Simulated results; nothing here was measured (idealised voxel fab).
Process module heading - voxel lift off
For reference, the cross-section in this document is cut, with width 230 nm and square cells of 5 nm.
In what follows, cross-sections appear as grids of square cells, described through bands that run from the top down, where every band is one or more rows of cells. What a band's entry tells you: where the top is and where the bottom is, as heights in nm, and after that what lies inside, material by material from left to right, each with its width in nm. Empty space is written as the word "blank", and a single material marked with the word "everywhere" occupies the band from edge to edge. It should be noted that heights are counted from 0, beneath which the wafer as supplied is of one material throughout, and that the lowest band possesses no lower boundary but continues downward, as written in "0 -> down". Width spec "30 to 40" -> top row of cells at first value, bottom row at second value, equal per-row change in between. "nothing got changed" -> step changed no cross-section cell. Empty spaces without an open route to the top, at least 8 cells in extent, make up the entry "Closed voids list"; each is given as width x height at distance, where the distance is measured from the left edge, and all are in nm. On a step's line, text after the settings is the simulator commenting on that step. "overlay nm" on a masked step: distance the mask lay right of its planned place, negative for left.
## Below is the list of planned process steps
1,RECEIVE, material Si
2,CONFORMAL_DEP, material SiN, thk nm 15
3,PATTERN, tone open, mask id LINES, material resist, width nm 25, pitch nm 55, thk nm 15, overlay nm 0
4,DIRECTIONAL_DEP, material Ru, thk nm 5
5,STRIP, etch materials resist
6,CONFORMAL_DEP, material SiO2, thk nm 10
## Received-state cross-section, reflecting completion of step 1
> 0 -> down: Si everywhere
> Closed voids list: none
## First of two wafers, end-of-module section, run followed plan
> 30 -> 25: blank: 35; SiO2: 45; blank: 10; SiO2: 45; blank: 10; SiO2: 45; blank: 40
> 25 -> 20: SiO2 everywhere
> 20 -> 15: SiO2: 45; Ru: 25; SiO2: 30; Ru: 25; SiO2: 30; Ru: 25; SiO2: 50
> 15 -> 0: SiN everywhere
> 0 -> down: Si everywhere
> Closed voids list: none
## Cross-sectional view: second of two wafers, end of module; start and plan identical to the first, one mistake in running
> 30 -> 25: blank: 35; SiO2: 45; blank: 10; SiO2: 45; blank: 10; SiO2: 45; blank: 40
> 25 -> 20: SiO2 everywhere
> 20 -> 15: SiO2: 45; Ru: 25; SiO2: 30; Ru: 25; SiO2: 30; Ru: 25; SiO2: 50
> 15 -> 0: Ru everywhere
> 0 -> down: Si everywhere
> Closed voids list: none
what went wrong: off-plan run, step 2, actual operation and settings CONFORMAL_DEP, material Ru, thk nm 15
Count the cells at the end and the second wafer has more or fewer of some materials than the first: +138 Ru | -138 SiN
